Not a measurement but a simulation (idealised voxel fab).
Process module under the name voxel quadruple lines
The width of the displayed cross-section, cut, is 230 nm; its cells are square, with a size of 5 nm.
When this document writes out a cross-section, it uses a grid of square cells and lists it as bands, beginning at the top and moving down, with a band standing for one or more rows of cells.
Top height, bottom height, nm. Materials left to right, width each, nm. Single material + "everywhere" = fills band edge to edge. "blank" = empty.
Ref level 0: as-received wafer is one material below here. Bottom band extends down with no lower bound ("0 nm and below").
Top row gets the first number, bottom row gets the second, and each row in between changes by the same step: that is how a band width like "30->40" works.
Where the words "no alteration" appear for a step, the cross-section shows no cell changed by that step; every cell remained as before.
Closed void register: empty space of 8 cells or more with no open way to the top, each as width x height at its distance from the left edge, in nm
If you see something after the settings on a step's line, that's the simulator's own remark about that step.
overlay nm: mask offset rightward from planned place, masked step; negative means leftward offset.

Process steps foreseen in the plan:
| 1 | RECEIVE,material Si |
| 2 | CONFORMAL_DEP,material Al2O3,thk nm 10 |
| 3 | DIRECTIONAL_DEP,material W,thk nm 15 |
| 4 | DIRECTIONAL_DEP,material polySi,thk nm 20 |
| 5 | DIRECTIONAL_DEP,material aC,thk nm 20 |
| 6 | PATTERN,tone cover,mask id MANDREL,material resist,width nm 35,pitch nm 100,thk nm 30,overlay nm 0 |
| 7 | DIRECTIONAL_ETCH,etch materials aC,depth nm 20 |
| 8 | STRIP,etch materials resist |
| 9 | CONFORMAL_DEP,material SiO2,thk nm 15 |
| 10 | DIRECTIONAL_ETCH,etch materials SiO2,depth nm 15 |
| 11 | STRIP,etch materials aC |
| 12 | DIRECTIONAL_ETCH,etch materials polySi,depth nm 20 |
| 13 | STRIP,etch materials SiO2 |
| 14 | CONFORMAL_DEP,material SiCN,thk nm 10 |
| 15 | DIRECTIONAL_ETCH,etch materials SiCN,depth nm 10 |
| 16 | STRIP,etch materials polySi |
| 17 | DIRECTIONAL_ETCH,etch materials W,depth nm 15 |
| 18 | STRIP,etch materials SiCN |
| 19 | FILL_DEP,material lowk,thk nm 5 |
| 20 | CMP,height nm 25 |

First wafer, as planned:

Wafer cross-section on receipt, i.e. after step 1:
  0 nm and below: Si everywhere
  Closed void register: none

Take a look at the wafer's cross-section after step 2:
  10 nm to 0 nm: Al2O3 everywhere
  Everything under 0 stays put, no change at all.

Take a look at the wafer's cross-section after step 3:
  25 nm to 10 nm: W everywhere
  Everything under 10 stays put, no change at all.

Take a look at the wafer's cross-section after step 4:
  45 nm to 25 nm: polySi everywhere
  Everything under 25 stays put, no change at all.

Take a look at the wafer's cross-section after step 5:
  65 nm to 45 nm: aC everywhere
  Everything under 45 stays put, no change at all.

Take a look at the wafer's cross-section after step 6:
  95 nm to 65 nm: blank 45 / resist 35 / blank 65 / resist 35 / blank 50
  Everything under 65 stays put, no change at all.

Take a look at the wafer's cross-section after step 7:
  75 nm to 65 nm: blank 45 / resist 35 / blank 65 / resist 35 / blank 50
  65 nm to 45 nm: blank 45 / aC 35 / blank 65 / aC 35 / blank 50
  Everything under 45 stays put, no change at all.

Take a look at the wafer's cross-section after step 8:
  65 nm to 45 nm: blank 45 / aC 35 / blank 65 / aC 35 / blank 50
  Everything under 45 stays put, no change at all.

Take a look at the wafer's cross-section after step 9:
  80 nm to 65 nm: blank 30 / SiO2 65 / blank 35 / SiO2 65 / blank 35
  65 nm to 60 nm: blank 30 / SiO2 15 / aC 35 / SiO2 15 / blank 35 / SiO2 15 / aC 35 / SiO2 15 / blank 35
  60 nm to 45 nm: SiO2 45 / aC 35 / SiO2 65 / aC 35 / SiO2 50
  Everything under 45 stays put, no change at all.

Take a look at the wafer's cross-section after step 10:
  65 nm to 45 nm: blank 30 / SiO2 15 / aC 35 / SiO2 15 / blank 35 / SiO2 15 / aC 35 / SiO2 15 / blank 35
  Everything under 45 stays put, no change at all.

Take a look at the wafer's cross-section after step 11:
  65 nm to 45 nm: blank 30 / SiO2 15 / blank 35 / SiO2 15 / blank 35 / SiO2 15 / blank 35 / SiO2 15 / blank 35
  Everything under 45 stays put, no change at all.

Take a look at the wafer's cross-section after step 12:
  65 nm to 45 nm: blank 30 / SiO2 15 / blank 35 / SiO2 15 / blank 35 / SiO2 15 / blank 35 / SiO2 15 / blank 35
  45 nm to 25 nm: blank 30 / polySi 15 / blank 35 / polySi 15 / blank 35 / polySi 15 / blank 35 / polySi 15 / blank 35
  Everything under 25 stays put, no change at all.

Take a look at the wafer's cross-section after step 13:
  45 nm to 25 nm: blank 30 / polySi 15 / blank 35 / polySi 15 / blank 35 / polySi 15 / blank 35 / polySi 15 / blank 35
  Everything under 25 stays put, no change at all.

Take a look at the wafer's cross-section after step 14:
  55 nm to 45 nm: blank 20 / SiCN 35 / blank 15 / SiCN 35 / blank 15 / SiCN 35 / blank 15 / SiCN 35 / blank 25
  45 nm to 35 nm: blank 20 / SiCN 10 / polySi 15 / SiCN 10 / blank 15 / SiCN 10 / polySi 15 / SiCN 10 / blank 15 / SiCN 10 / polySi 15 / SiCN 10 / blank 15 / SiCN 10 / polySi 15 / SiCN 10 / blank 25
  35 nm to 25 nm: SiCN 30 / polySi 15 / SiCN 35 / polySi 15 / SiCN 35 / polySi 15 / SiCN 35 / polySi 15 / SiCN 35
  Everything under 25 stays put, no change at all.

Take a look at the wafer's cross-section after step 15:
  45 nm to 25 nm: blank 20 / SiCN 10 / polySi 15 / SiCN 10 / blank 15 / SiCN 10 / polySi 15 / SiCN 10 / blank 15 / SiCN 10 / polySi 15 / SiCN 10 / blank 15 / SiCN 10 / polySi 15 / SiCN 10 / blank 25
  Everything under 25 stays put, no change at all.

Take a look at the wafer's cross-section after step 16:
  45 nm to 25 nm: blank 20 / SiCN 10 / blank 15 / SiCN 10 / blank 15 / SiCN 10 / blank 15 / SiCN 10 / blank 15 / SiCN 10 / blank 15 / SiCN 10 / blank 15 / SiCN 10 / blank 15 / SiCN 10 / blank 25
  Everything under 25 stays put, no change at all.

Take a look at the wafer's cross-section after step 17:
  45 nm to 25 nm: blank 20 / SiCN 10 / blank 15 / SiCN 10 / blank 15 / SiCN 10 / blank 15 / SiCN 10 / blank 15 / SiCN 10 / blank 15 / SiCN 10 / blank 15 / SiCN 10 / blank 15 / SiCN 10 / blank 25
  25 nm to 10 nm: blank 20 / W 10 / blank 15 / W 10 / blank 15 / W 10 / blank 15 / W 10 / blank 15 / W 10 / blank 15 / W 10 / blank 15 / W 10 / blank 15 / W 10 / blank 25
  Everything under 10 stays put, no change at all.

Take a look at the wafer's cross-section after step 18:
  25 nm to 10 nm: blank 20 / W 10 / blank 15 / W 10 / blank 15 / W 10 / blank 15 / W 10 / blank 15 / W 10 / blank 15 / W 10 / blank 15 / W 10 / blank 15 / W 10 / blank 25
  Everything under 10 stays put, no change at all.

Take a look at the wafer's cross-section after step 19:
  30 nm to 25 nm: lowk everywhere
  25 nm to 10 nm: lowk 20 / W 10 / lowk 15 / W 10 / lowk 15 / W 10 / lowk 15 / W 10 / lowk 15 / W 10 / lowk 15 / W 10 / lowk 15 / W 10 / lowk 15 / W 10 / lowk 25
  Everything under 10 stays put, no change at all.

Take a look at the wafer's cross-section after step 20:
  25 nm to 10 nm: lowk 20 / W 10 / lowk 15 / W 10 / lowk 15 / W 10 / lowk 15 / W 10 / lowk 15 / W 10 / lowk 15 / W 10 / lowk 15 / W 10 / lowk 15 / W 10 / lowk 25
  Everything under 10 stays put, no change at all.

Wafer two. Same start, same plan, one slip in execution. Same as wafer one through step 5, inclusive:

Second wafer cross-section, taken as of the time the plan sets for step 6 to be done:
  95 nm to 65 nm: blank 50 / resist 35 / blank 65 / resist 35 / blank 45
  Everything under 65 stays put, no change at all.

Second wafer cross-section, taken as of the time the plan sets for step 7 to be done:
  75 nm to 65 nm: blank 50 / resist 35 / blank 65 / resist 35 / blank 45
  65 nm to 45 nm: blank 50 / aC 35 / blank 65 / aC 35 / blank 45
  Everything under 45 stays put, no change at all.

Second wafer cross-section, taken as of the time the plan sets for step 8 to be done:
  65 nm to 45 nm: blank 50 / aC 35 / blank 65 / aC 35 / blank 45
  Everything under 45 stays put, no change at all.

Second wafer cross-section, taken as of the time the plan sets for step 9 to be done:
  80 nm to 65 nm: blank 35 / SiO2 65 / blank 35 / SiO2 65 / blank 30
  65 nm to 60 nm: blank 35 / SiO2 15 / aC 35 / SiO2 15 / blank 35 / SiO2 15 / aC 35 / SiO2 15 / blank 30
  60 nm to 45 nm: SiO2 50 / aC 35 / SiO2 65 / aC 35 / SiO2 45
  Everything under 45 stays put, no change at all.

Second wafer cross-section, taken as of the time the plan sets for step 10 to be done:
  65 nm to 45 nm: blank 35 / SiO2 15 / aC 35 / SiO2 15 / blank 35 / SiO2 15 / aC 35 / SiO2 15 / blank 30
  Everything under 45 stays put, no change at all.

Second wafer cross-section, taken as of the time the plan sets for step 11 to be done:
  65 nm to 45 nm: blank 35 / SiO2 15 / blank 35 / SiO2 15 / blank 35 / SiO2 15 / blank 35 / SiO2 15 / blank 30
  Everything under 45 stays put, no change at all.

Second wafer cross-section, taken as of the time the plan sets for step 12 to be done:
  65 nm to 45 nm: blank 35 / SiO2 15 / blank 35 / SiO2 15 / blank 35 / SiO2 15 / blank 35 / SiO2 15 / blank 30
  45 nm to 25 nm: blank 35 / polySi 15 / blank 35 / polySi 15 / blank 35 / polySi 15 / blank 35 / polySi 15 / blank 30
  Everything under 25 stays put, no change at all.

Second wafer cross-section, taken as of the time the plan sets for step 13 to be done:
  45 nm to 25 nm: blank 35 / polySi 15 / blank 35 / polySi 15 / blank 35 / polySi 15 / blank 35 / polySi 15 / blank 30
  Everything under 25 stays put, no change at all.

Second wafer cross-section, taken as of the time the plan sets for step 14 to be done:
  55 nm to 45 nm: blank 25 / SiCN 35 / blank 15 / SiCN 35 / blank 15 / SiCN 35 / blank 15 / SiCN 35 / blank 20
  45 nm to 35 nm: blank 25 / SiCN 10 / polySi 15 / SiCN 10 / blank 15 / SiCN 10 / polySi 15 / SiCN 10 / blank 15 / SiCN 10 / polySi 15 / SiCN 10 / blank 15 / SiCN 10 / polySi 15 / SiCN 10 / blank 20
  35 nm to 25 nm: SiCN 35 / polySi 15 / SiCN 35 / polySi 15 / SiCN 35 / polySi 15 / SiCN 35 / polySi 15 / SiCN 30
  Everything under 25 stays put, no change at all.

Second wafer cross-section, taken as of the time the plan sets for step 15 to be done:
  45 nm to 25 nm: blank 25 / SiCN 10 / polySi 15 / SiCN 10 / blank 15 / SiCN 10 / polySi 15 / SiCN 10 / blank 15 / SiCN 10 / polySi 15 / SiCN 10 / blank 15 / SiCN 10 / polySi 15 / SiCN 10 / blank 20
  Everything under 25 stays put, no change at all.

Second wafer cross-section, taken as of the time the plan sets for step 16 to be done:
  45 nm to 25 nm: blank 25 / SiCN 10 / blank 15 / SiCN 10 / blank 15 / SiCN 10 / blank 15 / SiCN 10 / blank 15 / SiCN 10 / blank 15 / SiCN 10 / blank 15 / SiCN 10 / blank 15 / SiCN 10 / blank 20
  Everything under 25 stays put, no change at all.

Second wafer cross-section, taken as of the time the plan sets for step 17 to be done:
  45 nm to 25 nm: blank 25 / SiCN 10 / blank 15 / SiCN 10 / blank 15 / SiCN 10 / blank 15 / SiCN 10 / blank 15 / SiCN 10 / blank 15 / SiCN 10 / blank 15 / SiCN 10 / blank 15 / SiCN 10 / blank 20
  25 nm to 10 nm: blank 25 / W 10 / blank 15 / W 10 / blank 15 / W 10 / blank 15 / W 10 / blank 15 / W 10 / blank 15 / W 10 / blank 15 / W 10 / blank 15 / W 10 / blank 20
  Everything under 10 stays put, no change at all.

Second wafer cross-section, taken as of the time the plan sets for step 18 to be done:
  25 nm to 10 nm: blank 25 / W 10 / blank 15 / W 10 / blank 15 / W 10 / blank 15 / W 10 / blank 15 / W 10 / blank 15 / W 10 / blank 15 / W 10 / blank 15 / W 10 / blank 20
  Everything under 10 stays put, no change at all.

Second wafer cross-section, taken as of the time the plan sets for step 19 to be done:
  30 nm to 25 nm: lowk everywhere
  25 nm to 10 nm: lowk 25 / W 10 / lowk 15 / W 10 / lowk 15 / W 10 / lowk 15 / W 10 / lowk 15 / W 10 / lowk 15 / W 10 / lowk 15 / W 10 / lowk 15 / W 10 / lowk 20
  Everything under 10 stays put, no change at all.

Second wafer cross-section, taken as of the time the plan sets for step 20 to be done:
  25 nm to 10 nm: lowk 25 / W 10 / lowk 15 / W 10 / lowk 15 / W 10 / lowk 15 / W 10 / lowk 15 / W 10 / lowk 15 / W 10 / lowk 15 / W 10 / lowk 15 / W 10 / lowk 20
  Everything under 10 stays put, no change at all.
Want to know what went wrong? step 6 was processed under conditions differing from the plan, specifically as PATTERN,tone cover,mask id MANDREL,material resist,width nm 35,pitch nm 100,thk nm 30,overlay nm 5
at the end the second wafer has, in cells: as many of each material as the first, in other places
